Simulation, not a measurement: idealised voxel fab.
voxel self aligned contacts: a process module
We display cut, a cross-section 210 nm in width whose square cells are each 5 nm.
In this document a cross-section is written as a grid of square cells. It is given as a series of bands, listed from the top down, and a band is one or more rows of cells. This entry defines a band. It first specifies the height of the band's top and the height of its bottom in nm, and then specifies the band's materials from left to right, stating each material with its width in nm. The word "full width" identifies a single material that fills the band from edge to edge, while the word "empty" identifies empty space. Height is counted from the level 0, under which the received wafer is composed throughout of one material. The lowest of the bands is not closed at the bottom but continues downward, in the notation "0 down". You'd read "30 to 40" like this: the band's top row of cells is as wide as the first number, its bottom row is as wide as the second, and going down, every row changes width by the same amount as the row before did. "nothing got changed" -> step changed no cross-section cell. "Fully sealed cavities" lists enclosed empty spaces (at least 8 cells, no open path upward to the top), each as width x height at distance from the left edge, in nm. after a step's settings: what the simulator itself notes on the step. The setting "overlay nm" may be written on the line of a step. When the step uses a mask, the value reports how far to the right of the planned place the mask lay, and a negative value reports that it lay to the left.

The following list gives the planned process steps
step 1: RECEIVE: material Si
step 2: CONFORMAL_DEP: material SiO2, thk nm 5
step 3: DIRECTIONAL_DEP: material polySi, thk nm 20
step 4: DIRECTIONAL_DEP: material SiN, thk nm 15
step 5: DIRECTIONAL_DEP: material aC, thk nm 15
step 6: PATTERN: tone cover, mask id GATE, material resist, width nm 30, pitch nm 55, thk nm 30, overlay nm 0
step 7: DIRECTIONAL_ETCH: etch materials aC, depth nm 15
step 8: STRIP: etch materials resist
step 9: DIRECTIONAL_ETCH: etch materials SiN, depth nm 15
step 10: DIRECTIONAL_ETCH: etch materials polySi, depth nm 20
step 11: STRIP: etch materials aC
step 12: CONFORMAL_DEP: material SiN, thk nm 5
step 13: DIRECTIONAL_ETCH: etch materials SiN, depth nm 5
step 14: FILL_DEP: material SiO2, thk nm 20
step 15: CMP: height nm 50
step 16: DIRECTIONAL_DEP: material aC, thk nm 10
step 17: PATTERN: tone open, mask id CONTACT, material resist, width nm 35, thk nm 30, overlay nm 0
step 18: DIRECTIONAL_ETCH: etch materials aC, depth nm 10
step 19: STRIP: etch materials resist
step 20: DIRECTIONAL_ETCH: etch materials SiO2, depth nm 50
step 21: STRIP: etch materials aC
step 22: CONFORMAL_DEP: material TiN, thk nm 5
step 23: FILL_DEP: material W, thk nm 10
step 24: CMP: height nm 50
step 25: CONFORMAL_DEP: material SiN, thk nm 5

The first of the two wafers, which ran as planned

Delivered wafer in cross-section: state after step 1
	0 down  Si full width
	Fully sealed cavities: none

The wafer, seen in cross-section, after step 2
	5 to 0  SiO2 full width
	Below 0 it's all the same as before, nothing changed down there.

The wafer, seen in cross-section, after step 3
	25 to 5  polySi full width
	Below 5 it's all the same as before, nothing changed down there.

The wafer, seen in cross-section, after step 4
	40 to 25  SiN full width
	Below 25 it's all the same as before, nothing changed down there.

The wafer, seen in cross-section, after step 5
	55 to 40  aC full width
	Below 40 it's all the same as before, nothing changed down there.

The wafer, seen in cross-section, after step 6
	85 to 55  60 empty, then 30 resist, then 25 empty, then 30 resist, then 65 empty
	Below 55 it's all the same as before, nothing changed down there.

The wafer, seen in cross-section, after step 7
	70 to 55  60 empty, then 30 resist, then 25 empty, then 30 resist, then 65 empty
	55 to 40  60 empty, then 30 aC, then 25 empty, then 30 aC, then 65 empty
	Below 40 it's all the same as before, nothing changed down there.

The wafer, seen in cross-section, after step 8
	55 to 40  60 empty, then 30 aC, then 25 empty, then 30 aC, then 65 empty
	Below 40 it's all the same as before, nothing changed down there.

The wafer, seen in cross-section, after step 9
	55 to 40  60 empty, then 30 aC, then 25 empty, then 30 aC, then 65 empty
	40 to 25  60 empty, then 30 SiN, then 25 empty, then 30 SiN, then 65 empty
	Below 25 it's all the same as before, nothing changed down there.

The wafer, seen in cross-section, after step 10
	55 to 40  60 empty, then 30 aC, then 25 empty, then 30 aC, then 65 empty
	40 to 25  60 empty, then 30 SiN, then 25 empty, then 30 SiN, then 65 empty
	25 to 5  60 empty, then 30 polySi, then 25 empty, then 30 polySi, then 65 empty
	Below 5 it's all the same as before, nothing changed down there.

The wafer, seen in cross-section, after step 11
	40 to 25  60 empty, then 30 SiN, then 25 empty, then 30 SiN, then 65 empty
	Below 25 it's all the same as before, nothing changed down there.

The wafer, seen in cross-section, after step 12
	45 to 25  55 empty, then 40 SiN, then 15 empty, then 40 SiN, then 60 empty
	25 to 10  55 empty, then 5 SiN, then 30 polySi, then 5 SiN, then 15 empty, then 5 SiN, then 30 polySi, then 5 SiN, then 60 empty
	10 to 5  60 SiN, then 30 polySi, then 25 SiN, then 30 polySi, then 65 SiN
	Below 5 it's all the same as before, nothing changed down there.

The wafer, seen in cross-section, after step 13
	40 to 25  55 empty, then 40 SiN, then 15 empty, then 40 SiN, then 60 empty
	25 to 5  55 empty, then 5 SiN, then 30 polySi, then 5 SiN, then 15 empty, then 5 SiN, then 30 polySi, then 5 SiN, then 60 empty
	Below 5 it's all the same as before, nothing changed down there.

The wafer, seen in cross-section, after step 14
	60 to 40  SiO2 full width
	40 to 25  55 SiO2, then 40 SiN, then 15 SiO2, then 40 SiN, then 60 SiO2
	25 to 5  55 SiO2, then 5 SiN, then 30 polySi, then 5 SiN, then 15 SiO2, then 5 SiN, then 30 polySi, then 5 SiN, then 60 SiO2
	Below 5 it's all the same as before, nothing changed down there.

The wafer, seen in cross-section, after step 15
	50 to 40  SiO2 full width
	Below 40 it's all the same as before, nothing changed down there.

The wafer, seen in cross-section, after step 16
	60 to 50  aC full width
	Below 50 it's all the same as before, nothing changed down there.

The wafer, seen in cross-section, after step 17
	90 to 60  85 resist, then 35 empty, then 90 resist
	Below 60 it's all the same as before, nothing changed down there.

The wafer, seen in cross-section, after step 18
	80 to 60  85 resist, then 35 empty, then 90 resist
	60 to 50  85 aC, then 35 empty, then 90 aC
	Below 50 it's all the same as before, nothing changed down there.

The wafer, seen in cross-section, after step 19
	60 to 50  85 aC, then 35 empty, then 90 aC
	Below 50 it's all the same as before, nothing changed down there.

The wafer, seen in cross-section, after step 20
	60 to 50  85 aC, then 35 empty, then 90 aC
	50 to 40  85 SiO2, then 35 empty, then 90 SiO2
	40 to 25  55 SiO2, then 40 SiN, then 15 empty, then 40 SiN, then 60 SiO2
	25 to 5  55 SiO2, then 5 SiN, then 30 polySi, then 5 SiN, then 15 empty, then 5 SiN, then 30 polySi, then 5 SiN, then 60 SiO2
	5 to 0  95 SiO2, then 15 empty, then 100 SiO2
	Below 0 it's all the same as before, nothing changed down there.

The wafer, seen in cross-section, after step 21
	50 to 40  85 SiO2, then 35 empty, then 90 SiO2
	Below 40 it's all the same as before, nothing changed down there.

The wafer, seen in cross-section, after step 22
	55 to 50  90 TiN, then 25 empty, then 95 TiN
	50 to 40  85 SiO2, then 5 to 15 TiN, then 25 to 5 empty, then 5 to 15 TiN, then 90 SiO2
	40 to 25  55 SiO2, then 40 SiN, then 5 TiN, then 5 empty, then 5 TiN, then 40 SiN, then 60 SiO2
	25 to 5  55 SiO2, then 5 SiN, then 30 polySi, then 5 SiN, then 5 TiN, then 5 empty, then 5 TiN, then 5 SiN, then 30 polySi, then 5 SiN, then 60 SiO2
	5 to 0  95 SiO2, then 15 TiN, then 100 SiO2
	Below 0 it's all the same as before, nothing changed down there.

The wafer, seen in cross-section, after step 23
	65 to 55  W full width
	55 to 50  90 TiN, then 25 W, then 95 TiN
	50 to 40  85 SiO2, then 5 to 15 TiN, then 25 to 5 W, then 5 to 15 TiN, then 90 SiO2
	40 to 25  55 SiO2, then 40 SiN, then 5 TiN, then 5 W, then 5 TiN, then 40 SiN, then 60 SiO2
	25 to 5  55 SiO2, then 5 SiN, then 30 polySi, then 5 SiN, then 5 TiN, then 5 W, then 5 TiN, then 5 SiN, then 30 polySi, then 5 SiN, then 60 SiO2
	Below 5 it's all the same as before, nothing changed down there.

The wafer, seen in cross-section, after step 24
	50 to 40  85 SiO2, then 5 to 15 TiN, then 25 to 5 W, then 5 to 15 TiN, then 90 SiO2
	Below 40 it's all the same as before, nothing changed down there.

The wafer, seen in cross-section, after step 25
	55 to 50  SiN full width
	Below 50 it's all the same as before, nothing changed down there.

Now the other wafer: same start, same recipe, but we messed up one thing when running it. Up to and including step 11 it's the same as the first one

Second wafer shown in cross-section at the time step 12 was slated to end: nothing got changed

Second wafer shown in cross-section at the time step 13 was slated to end
	35 to 25  60 empty, then 30 SiN, then 25 empty, then 30 SiN, then 65 empty
	Below 25 it's all the same as before, nothing changed down there.

Second wafer shown in cross-section at the time step 14 was slated to end
	55 to 35  SiO2 full width
	35 to 25  60 SiO2, then 30 SiN, then 25 SiO2, then 30 SiN, then 65 SiO2
	25 to 5  60 SiO2, then 30 polySi, then 25 SiO2, then 30 polySi, then 65 SiO2
	Below 5 it's all the same as before, nothing changed down there.

Second wafer shown in cross-section at the time step 15 was slated to end
	50 to 35  SiO2 full width
	Below 35 it's all the same as before, nothing changed down there.

Second wafer shown in cross-section at the time step 16 was slated to end
	60 to 50  aC full width
	Below 50 it's all the same as before, nothing changed down there.

Second wafer shown in cross-section at the time step 17 was slated to end
	90 to 60  85 resist, then 35 empty, then 90 resist
	Below 60 it's all the same as before, nothing changed down there.

Second wafer shown in cross-section at the time step 18 was slated to end
	80 to 60  85 resist, then 35 empty, then 90 resist
	60 to 50  85 aC, then 35 empty, then 90 aC
	Below 50 it's all the same as before, nothing changed down there.

Second wafer shown in cross-section at the time step 19 was slated to end
	60 to 50  85 aC, then 35 empty, then 90 aC
	Below 50 it's all the same as before, nothing changed down there.

Second wafer shown in cross-section at the time step 20 was slated to end
	60 to 50  85 aC, then 35 empty, then 90 aC
	50 to 35  85 SiO2, then 35 empty, then 90 SiO2
	35 to 25  60 SiO2, then 30 SiN, then 25 empty, then 30 SiN, then 65 SiO2
	25 to 5  60 SiO2, then 30 polySi, then 25 empty, then 30 polySi, then 65 SiO2
	5 to 0  90 SiO2, then 25 empty, then 95 SiO2
	Below 0 it's all the same as before, nothing changed down there.

Second wafer shown in cross-section at the time step 21 was slated to end
	50 to 35  85 SiO2, then 35 empty, then 90 SiO2
	Below 35 it's all the same as before, nothing changed down there.

Second wafer shown in cross-section at the time step 22 was slated to end
	55 to 50  90 TiN, then 25 empty, then 95 TiN
	50 to 40  85 SiO2, then 5 TiN, then 25 empty, then 5 TiN, then 90 SiO2
	40 to 35  85 SiO2, then 10 TiN, then 15 empty, then 10 TiN, then 90 SiO2
	35 to 25  60 SiO2, then 30 SiN, then 5 TiN, then 15 empty, then 5 TiN, then 30 SiN, then 65 SiO2
	25 to 5  60 SiO2, then 30 polySi, then 5 TiN, then 15 empty, then 5 TiN, then 30 polySi, then 65 SiO2
	5 to 0  90 SiO2, then 25 TiN, then 95 SiO2
	Below 0 it's all the same as before, nothing changed down there.

Second wafer shown in cross-section at the time step 23 was slated to end
	65 to 55  W full width
	55 to 50  90 TiN, then 25 W, then 95 TiN
	50 to 40  85 SiO2, then 5 TiN, then 25 W, then 5 TiN, then 90 SiO2
	40 to 35  85 SiO2, then 10 TiN, then 15 W, then 10 TiN, then 90 SiO2
	35 to 25  60 SiO2, then 30 SiN, then 5 TiN, then 15 W, then 5 TiN, then 30 SiN, then 65 SiO2
	25 to 5  60 SiO2, then 30 polySi, then 5 TiN, then 15 W, then 5 TiN, then 30 polySi, then 65 SiO2
	Below 5 it's all the same as before, nothing changed down there.

Second wafer shown in cross-section at the time step 24 was slated to end
	50 to 40  85 SiO2, then 5 TiN, then 25 W, then 5 TiN, then 90 SiO2
	Below 40 it's all the same as before, nothing changed down there.

Second wafer shown in cross-section at the time step 25 was slated to end
	55 to 50  SiN full width
	Below 50 it's all the same as before, nothing changed down there.
So what did we get wrong on this run? no execution of plan step 12; skipped
End check, counted in cells, second wafer has more or fewer of these materials than the first: 40 fewer of SiN, 22 more of SiO2, 18 more of W
